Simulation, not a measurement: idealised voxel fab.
The following process module bears the name voxel wiring stack.
For reference, the cross-section in this document is cut, with width 145 nm and square cells of 5 nm.
Cross-sections here: square-cell grids, written as top-down lists of bands, a band being one or more rows of cells. This entry defines a band. It first specifies the height of the band's top and the height of its bottom in nm, and then specifies the band's materials from left to right, stating each material with its width in nm. The word "edge to edge" identifies a single material that fills the band from edge to edge, while the word "empty" identifies empty space. Zero point of the height axis is 0; under it, received wafer = one material. Lowest band: continues down indefinitely, "0 nm and below". A width given as "30 to 40" starts at the first number in the band's top row and ends at the second number in its bottom row, shifting by an equal amount at every step from row to row. Where a step carries "no change", the cross-section came out of it unchanged, cell for cell. Entry "Trapped void list". Content: empty spaces with no open connection to the top, size 8 cells or greater. Each: width x height at distance. Distance: from left edge. Unit: nm. What comes after the settings on a step's line is commentary from the simulator itself on that step. overlay nm: mask right of planned place by this much (step with mask). Neg. = left. The remainder of this document consists of a sequence of paired cross-sections. Each pair presents the cross-section prior to one process step together with the cross-section following it, the latter being rendered only as deep as the lowest band that underwent change. The intervening step, together with its settings, is stated beneath each pair. Because the pairs may originate from different runs of this module on the same starting wafer, a given pair is to be read as continuing from the preceding pair only where its entry headed "Before this step" so indicates.

BEFORE THIS STEP
    145 nm to 140 nm: SiO2 edge to edge
    140 nm to 125 nm: 25 of SiO2, 30 of W, 30 of SiO2, 30 of W, 30 of SiO2
    125 nm to 120 nm: 25 of SiO2, 30 of TiN, 30 of SiO2, 30 of TiN, 30 of SiO2
    120 nm to 110 nm: 25 of lowk, 15 of Ru, 105 of lowk
    110 nm to 105 nm: 25 of SiCN, 15 of Ru, 105 of SiCN
    105 nm to 95 nm: 25 of lowk, 5 of TiN, 20 of Cu, 5 of TiN, 30 of lowk, 5 of TiN, 20 of Cu, 5 of TiN, 30 of lowk
    95 nm to 90 nm: 25 of lowk, 5 of TiN, 5 of Cu, 20 of TiN, 30 of lowk, 30 of TiN, 30 of lowk
    90 nm to 75 nm: 25 of lowk, 5 of TiN, 5 of Cu, 5 of TiN, 105 of lowk
    75 nm to 70 nm: 25 of SiCN, 15 of TiN, 105 of SiCN
    70 nm to 55 nm: 25 of lowk, 5 of TiN, 20 of Cu, 5 of TiN, 30 of lowk, 5 of TiN, 20 of Cu, 5 of TiN, 30 of lowk
    55 nm to 50 nm: 25 of SiN, 30 of TiN, 30 of SiN, 30 of TiN, 30 of SiN
    50 nm to 45 nm: 35 of SiO2, 5 of TiN, 5 of Cu, 5 of TiN, 95 of SiO2
    45 nm to 40 nm: 35 of SiO2, 15 of TiN, 95 of SiO2
    40 nm to 35 nm: 35 of SiCN, 5 of TiN, 105 of SiCN
    35 nm to 20 nm: 25 of SiO2, 30 of W, 30 of SiO2, 30 of W, 30 of SiO2
    20 nm to 15 nm: 25 of SiO2, 30 of TiN, 30 of SiO2, 30 of TiN, 30 of SiO2
    15 nm to 0 nm: SiO2 edge to edge
    0 nm and below: Si edge to edge
    Trapped void list: none

SECTION AFTER PROCESSING
    140 nm to 125 nm: 25 of SiO2, 30 of W, 30 of SiO2, 30 of W, 30 of SiO2
    All layers under 125 are left as they were.
    Trapped void list: none
Between before and after as drawn above: CMP, height nm 140

Before this step: same picture as after in the pair right above, so we don't repeat it.

SECTION AFTER PROCESSING
    145 nm to 140 nm: SiCN edge to edge
    All layers under 140 are left as they were.
    Trapped void list: none
Between before and after as drawn above: CONFORMAL_DEP, material SiCN, thk nm 5

BEFORE THIS STEP
    125 nm to 120 nm: TiN edge to edge
    120 nm to 110 nm: 25 of lowk, 15 of Ru, 105 of lowk
    110 nm to 105 nm: 25 of SiCN, 15 of Ru, 105 of SiCN
    105 nm to 95 nm: 25 of lowk, 5 of TiN, 20 of Cu, 5 of TiN, 30 of lowk, 5 of TiN, 20 of Cu, 5 of TiN, 30 of lowk
    95 nm to 90 nm: 25 of lowk, 5 of TiN, 5 of Cu, 20 of TiN, 30 of lowk, 30 of TiN, 30 of lowk
    90 nm to 75 nm: 25 of lowk, 5 of TiN, 5 of Cu, 5 of TiN, 105 of lowk
    75 nm to 70 nm: 25 of SiCN, 15 of TiN, 105 of SiCN
    70 nm to 55 nm: 25 of lowk, 5 of TiN, 20 of Cu, 5 of TiN, 30 of lowk, 5 of TiN, 20 of Cu, 5 of TiN, 30 of lowk
    55 nm to 50 nm: 25 of SiN, 30 of TiN, 30 of SiN, 30 of TiN, 30 of SiN
    50 nm to 40 nm: 25 of SiO2, 5 of TiN, 5 of Cu, 5 of TiN, 105 of SiO2
    40 nm to 35 nm: 25 of SiCN, 15 of TiN, 105 of SiCN
    35 nm to 20 nm: 25 of SiO2, 30 of W, 30 of SiO2, 30 of W, 30 of SiO2
    20 nm to 15 nm: 25 of SiO2, 30 of TiN, 30 of SiO2, 30 of TiN, 30 of SiO2
    15 nm to 0 nm: SiO2 edge to edge
    0 nm and below: Si edge to edge
    Trapped void list: none

SECTION AFTER PROCESSING
    140 nm to 125 nm: lowk edge to edge
    All layers under 125 are left as they were.
    Trapped void list: none
Between before and after as drawn above: DIRECTIONAL_DEP, material lowk, thk nm 15

Before this step: same picture as after in the pair right above, so we don't repeat it.

SECTION AFTER PROCESSING
    160 nm to 140 nm: 25 of empty, 30 of resist, 30 of empty, 30 of resist, 30 of empty
    All layers under 140 are left as they were.
    Trapped void list: none
Between before and after as drawn above: PATTERN, tone cover, mask id METAL_4, material resist, width nm 30, pitch nm 60, thk nm 20, overlay nm 0

Before this step: same picture as after in the pair right above, so we don't repeat it.

SECTION AFTER PROCESSING
    140 nm to 125 nm: lowk edge to edge
    All layers under 125 are left as they were.
    Trapped void list: none
Between before and after as drawn above: STRIP, etch materials resist

Before this step: same picture as after in the pair right above, so we don't repeat it.

SECTION AFTER PROCESSING
    145 nm to 140 nm: SiO2 edge to edge
    All layers under 140 are left as they were.
    Trapped void list: none
Between before and after as drawn above: FILL_DEP, material SiO2, thk nm 5

Before this step: same picture as after in the pair right above, so we don't repeat it.

SECTION AFTER PROCESSING
    140 nm to 125 nm: lowk edge to edge
    All layers under 125 are left as they were.
    Trapped void list: none
Between before and after as drawn above: CMP, height nm 140

Before this step: same picture as after in the pair right above, so we don't repeat it.

SECTION AFTER PROCESSING
    145 nm to 140 nm: SiCN edge to edge
    All layers under 140 are left as they were.
    Trapped void list: none
Between before and after as drawn above: CONFORMAL_DEP, material SiCN, thk nm 5

BEFORE THIS STEP
    70 nm to 55 nm: lowk edge to edge
    55 nm to 50 nm: SiN edge to edge
    50 nm to 40 nm: 25 of SiO2, 5 of TiN, 5 of Cu, 5 of TiN, 105 of SiO2
    40 nm to 35 nm: 25 of SiCN, 15 of TiN, 105 of SiCN
    35 nm to 20 nm: 25 of SiO2, 30 of W, 30 of SiO2, 30 of W, 30 of SiO2
    20 nm to 15 nm: 25 of SiO2, 30 of TiN, 30 of SiO2, 30 of TiN, 30 of SiO2
    15 nm to 0 nm: SiO2 edge to edge
    0 nm and below: Si edge to edge
    Trapped void list: none

SECTION AFTER PROCESSING
    70 nm to 55 nm: 25 of empty, 30 of lowk, 30 of empty, 30 of lowk, 30 of empty
    All layers under 55 are left as they were.
    Trapped void list: none
Between before and after as drawn above: MASKED_ETCH, tone cover, mask id METAL_2, width nm 30, pitch nm 60, etch materials lowk, depth nm 15, overlay nm 0

Before this step: same picture as after in the pair right above, so we don't repeat it.

SECTION AFTER PROCESSING
    75 nm to 70 nm: 20 of empty, 40 of TiN, 20 of empty, 40 of TiN, 25 of empty
    70 nm to 60 nm: 20 of empty, 5 of TiN, 30 of lowk, 5 of TiN, 20 of empty, 5 of TiN, 30 of lowk, 5 of TiN, 25 of empty
    60 nm to 55 nm: 25 of TiN, 30 of lowk, 30 of TiN, 30 of lowk, 30 of TiN
    All layers under 55 are left as they were.
    Trapped void list: none
Between before and after as drawn above: CONFORMAL_DEP, material TiN, thk nm 5

Before this step: same picture as after in the pair right above, so we don't repeat it.

SECTION AFTER PROCESSING
    85 nm to 75 nm: Cu edge to edge
    75 nm to 70 nm: 20 of Cu, 40 of TiN, 20 of Cu, 40 of TiN, 25 of Cu
    70 nm to 60 nm: 20 of Cu, 5 of TiN, 30 of lowk, 5 of TiN, 20 of Cu, 5 of TiN, 30 of lowk, 5 of TiN, 25 of Cu
    All layers under 60 are left as they were.
    Trapped void list: none
Between before and after as drawn above: FILL_DEP, material Cu, thk nm 10

Before this step: same picture as after in the pair right above, so we don't repeat it.

SECTION AFTER PROCESSING
    70 nm to 60 nm: 20 of Cu, 5 of TiN, 30 of lowk, 5 of TiN, 20 of Cu, 5 of TiN, 30 of lowk, 5 of TiN, 25 of Cu
    All layers under 60 are left as they were.
    Trapped void list: none
Between before and after as drawn above: CMP, height nm 70

Before this step: same picture as after in the pair right above, so we don't repeat it.

SECTION AFTER PROCESSING
    75 nm to 70 nm: SiCN edge to edge
    All layers under 70 are left as they were.
    Trapped void list: none
Between before and after as drawn above: CONFORMAL_DEP, material SiCN, thk nm 5

Before this step: same picture as after in the pair right above, so we don't repeat it.

SECTION AFTER PROCESSING
    105 nm to 75 nm: lowk edge to edge
    All layers under 75 are left as they were.
    Trapped void list: none
Between before and after as drawn above: DIRECTIONAL_DEP, material lowk, thk nm 30

Before this step: same picture as after in the pair right above, so we don't repeat it.

SECTION AFTER PROCESSING
    105 nm to 90 nm: 25 of lowk, 30 of empty, 30 of lowk, 30 of empty, 30 of lowk
    All layers under 90 are left as they were.
    Trapped void list: none
Between before and after as drawn above: MASKED_ETCH, tone open, mask id METAL_3, width nm 30, pitch nm 60, etch materials lowk, depth nm 15, overlay nm 0

Before this step: same picture as after in the pair right above, so we don't repeat it.

SECTION AFTER PROCESSING
    105 nm to 90 nm: 25 of lowk, 30 of empty, 30 of lowk, 30 of empty, 30 of lowk
    90 nm to 75 nm: 25 of lowk, 15 of empty, 105 of lowk
    All layers under 75 are left as they were.
    Trapped void list: none
Between before and after as drawn above: MASKED_ETCH, tone open, mask id METAL_3_HOLES, width nm 15, etch materials lowk, depth nm 15, overlay nm 0

Before this step: same picture as after in the pair right above, so we don't repeat it.

SECTION AFTER PROCESSING
    105 nm to 90 nm: 25 of lowk, 30 of empty, 30 of lowk, 30 of empty, 30 of lowk
    90 nm to 75 nm: 25 of lowk, 15 of empty, 105 of lowk
    75 nm to 70 nm: 25 of SiCN, 15 of empty, 105 of SiCN
    All layers under 70 are left as they were.
    Trapped void list: none
Between before and after as drawn above: MASKED_ETCH, tone open, mask id METAL_3_HOLES, width nm 15, etch materials SiCN, depth nm 5, overlay nm 0

Before this step: same picture as after in the pair right above, so we don't repeat it.

SECTION AFTER PROCESSING
    110 nm to 105 nm: 30 of TiN, 20 of empty, 40 of TiN, 20 of empty, 35 of TiN
    105 nm to 95 nm: 25 of lowk, 5 of TiN, 20 of empty, 5 of TiN, 30 of lowk, 5 of TiN, 20 of empty, 5 of TiN, 30 of lowk
    95 nm to 90 nm: 25 of lowk, 5 of TiN, 5 of empty, 20 of TiN, 30 of lowk, 30 of TiN, 30 of lowk
    90 nm to 75 nm: 25 of lowk, 5 of TiN, 5 of empty, 5 of TiN, 105 of lowk
    75 nm to 70 nm: 25 of SiCN, 15 of TiN, 105 of SiCN
    All layers under 70 are left as they were.
    Trapped void list: none
Between before and after as drawn above: CONFORMAL_DEP, material TiN, thk nm 5

Before this step: same picture as after in the pair right above, so we don't repeat it.

SECTION AFTER PROCESSING
    120 nm to 110 nm: Cu edge to edge
    110 nm to 105 nm: 30 of TiN, 20 of Cu, 40 of TiN, 20 of Cu, 35 of TiN
    105 nm to 95 nm: 25 of lowk, 5 of TiN, 20 of Cu, 5 of TiN, 30 of lowk, 5 of TiN, 20 of Cu, 5 of TiN, 30 of lowk
    95 nm to 90 nm: 25 of lowk, 5 of TiN, 5 of Cu, 20 of TiN, 30 of lowk, 30 of TiN, 30 of lowk
    90 nm to 75 nm: 25 of lowk, 5 of TiN, 5 of Cu, 5 of TiN, 105 of lowk
    All layers under 75 are left as they were.
    Trapped void list: none
Between before and after as drawn above: FILL_DEP, material Cu, thk nm 10

Before this step: same picture as after in the pair right above, so we don't repeat it.

SECTION AFTER PROCESSING
    105 nm to 95 nm: 25 of lowk, 5 of TiN, 20 of Cu, 5 of TiN, 30 of lowk, 5 of TiN, 20 of Cu, 5 of TiN, 30 of lowk
    All layers under 95 are left as they were.
    Trapped void list: none
Between before and after as drawn above: CMP, height nm 105

Before this step: same picture as after in the pair right above, so we don't repeat it.

SECTION AFTER PROCESSING
    110 nm to 105 nm: SiCN edge to edge
    All layers under 105 are left as they were.
    Trapped void list: none
Between before and after as drawn above: CONFORMAL_DEP, material SiCN, thk nm 5

Before this step: same picture as after in the pair right above, so we don't repeat it.

SECTION AFTER PROCESSING
    120 nm to 110 nm: lowk edge to edge
    All layers under 110 are left as they were.
    Trapped void list: none
Between before and after as drawn above: DIRECTIONAL_DEP, material lowk, thk nm 10

Before this step: same picture as after in the pair right above, so we don't repeat it.

SECTION AFTER PROCESSING
    135 nm to 120 nm: aC edge to edge
    All layers under 120 are left as they were.
    Trapped void list: none
Between before and after as drawn above: DIRECTIONAL_DEP, material aC, thk nm 15

Before this step: same picture as after in the pair right above, so we don't repeat it.

SECTION AFTER PROCESSING
    165 nm to 135 nm: 25 of resist, 15 of empty, 105 of resist
    All layers under 135 are left as they were.
    Trapped void list: none
Between before and after as drawn above: PATTERN, tone open, mask id PLUG_3, material resist, width nm 15, thk nm 30, overlay nm 0

Before this step: same picture as after in the pair right above, so we don't repeat it.

SECTION AFTER PROCESSING
    150 nm to 135 nm: 25 of resist, 15 of empty, 105 of resist
    135 nm to 120 nm: 25 of aC, 15 of empty, 105 of aC
    All layers under 120 are left as they were.
    Trapped void list: none
Between before and after as drawn above: DIRECTIONAL_ETCH, etch materials aC, depth nm 15

Before this step: same picture as after in the pair right above, so we don't repeat it.

SECTION AFTER PROCESSING
    135 nm to 120 nm: 25 of aC, 15 of empty, 105 of aC
    All layers under 120 are left as they were.
    Trapped void list: none
Between before and after as drawn above: STRIP, etch materials resist

Before this step: same picture as after in the pair right above, so we don't repeat it.

SECTION AFTER PROCESSING
    135 nm to 120 nm: 25 of aC, 15 of empty, 105 of aC
    120 nm to 110 nm: 25 of lowk, 15 of empty, 105 of lowk
    All layers under 110 are left as they were.
    Trapped void list: none
Between before and after as drawn above: DIRECTIONAL_ETCH, etch materials lowk, depth nm 10

Before this step: same picture as after in the pair right above, so we don't repeat it.

SECTION AFTER PROCESSING
    135 nm to 120 nm: 25 of aC, 15 of empty, 105 of aC
    120 nm to 110 nm: 25 of lowk, 15 of empty, 105 of lowk
    110 nm to 105 nm: 25 of SiCN, 15 of empty, 105 of SiCN
    All layers under 105 are left as they were.
    Trapped void list: none
Between before and after as drawn above: DIRECTIONAL_ETCH, etch materials SiCN, depth nm 5

Before this step: same picture as after in the pair right above, so we don't repeat it.

SECTION AFTER PROCESSING
    120 nm to 110 nm: 25 of lowk, 15 of empty, 105 of lowk
    All layers under 110 are left as they were.
    Trapped void list: none
Between before and after as drawn above: STRIP, etch materials aC

Before this step: same picture as after in the pair right above, so we don't repeat it.

SECTION AFTER PROCESSING
    120 nm to 115 nm: 25 of lowk, 15 of empty, 105 of lowk
    115 nm to 110 nm: 25 of lowk, 15 of Ru, 105 of lowk
    110 nm to 105 nm: 25 of SiCN, 15 of Ru, 105 of SiCN
    All layers under 105 are left as they were.
    Trapped void list: none
Between before and after as drawn above: EPI, material Ru, thk nm 10

Before this step: same picture as after in the pair right above, so we don't repeat it.

SECTION AFTER PROCESSING
    120 nm to 110 nm: 25 of lowk, 15 of Ru, 105 of lowk
    All layers under 110 are left as they were.
    Trapped void list: none
Between before and after as drawn above: EPI, material Ru, thk nm 5

Before this step: same picture as after in the pair right above, so we don't repeat it.

SECTION AFTER PROCESSING
    125 nm to 120 nm: TiN edge to edge
    All layers under 120 are left as they were.
    Trapped void list: none
Between before and after as drawn above: DIRECTIONAL_DEP, material TiN, thk nm 5

Before this step: same picture as after in the pair right above, so we don't repeat it.

SECTION AFTER PROCESSING
    140 nm to 125 nm: W edge to edge
    All layers under 125 are left as they were.
    Trapped void list: none
Between before and after as drawn above: DIRECTIONAL_DEP, material W, thk nm 15

Before this step: same picture as after in the pair right above, so we don't repeat it.

SECTION AFTER PROCESSING
    160 nm to 140 nm: 25 of empty, 30 of resist, 30 of empty, 30 of resist, 30 of empty
    All layers under 140 are left as they were.
    Trapped void list: none
Between before and after as drawn above: PATTERN, tone cover, mask id METAL_4, material resist, width nm 30, pitch nm 60, thk nm 20, overlay nm 0

Before this step: same picture as after in the pair right above, so we don't repeat it.

SECTION AFTER PROCESSING
    160 nm to 140 nm: 25 of empty, 30 of resist, 30 of empty, 30 of resist, 30 of empty
    140 nm to 125 nm: 25 of empty, 30 of W, 30 of empty, 30 of W, 30 of empty
    All layers under 125 are left as they were.
    Trapped void list: none
Between before and after as drawn above: DIRECTIONAL_ETCH, etch materials W, depth nm 15

Before this step: same picture as after in the pair right above, so we don't repeat it.

SECTION AFTER PROCESSING
    160 nm to 140 nm: 25 of empty, 30 of resist, 30 of empty, 30 of resist, 30 of empty
    140 nm to 125 nm: 25 of empty, 30 of W, 30 of empty, 30 of W, 30 of empty
    125 nm to 120 nm: 25 of empty, 30 of TiN, 30 of empty, 30 of TiN, 30 of empty
    All layers under 120 are left as they were.
    Trapped void list: none
Between before and after as drawn above: DIRECTIONAL_ETCH, etch materials TiN, depth nm 5

Before this step: same picture as after in the pair right above, so we don't repeat it.

SECTION AFTER PROCESSING
    140 nm to 125 nm: 25 of empty, 30 of W, 30 of empty, 30 of W, 30 of empty
    All layers under 125 are left as they were.
    Trapped void list: none
Between before and after as drawn above: STRIP, etch materials resist

Before this step: same picture as after in the pair right above, so we don't repeat it.

SECTION AFTER PROCESSING
    145 nm to 140 nm: SiO2 edge to edge
    140 nm to 125 nm: 25 of SiO2, 30 of W, 30 of SiO2, 30 of W, 30 of SiO2
    125 nm to 120 nm: 25 of SiO2, 30 of TiN, 30 of SiO2, 30 of TiN, 30 of SiO2
    All layers under 120 are left as they were.
    Trapped void list: none
Between before and after as drawn above: FILL_DEP, material SiO2, thk nm 5

Before this step: same picture as after in the pair right above, so we don't repeat it.

SECTION AFTER PROCESSING
    140 nm to 125 nm: 25 of SiO2, 30 of W, 30 of SiO2, 30 of W, 30 of SiO2
    All layers under 125 are left as they were.
    Trapped void list: none
Between before and after as drawn above: CMP, height nm 140

Before this step: same picture as after in the pair right above, so we don't repeat it.

SECTION AFTER PROCESSING
    145 nm to 140 nm: SiCN edge to edge
    All layers under 140 are left as they were.
    Trapped void list: none
Between before and after as drawn above: CONFORMAL_DEP, material SiCN, thk nm 5
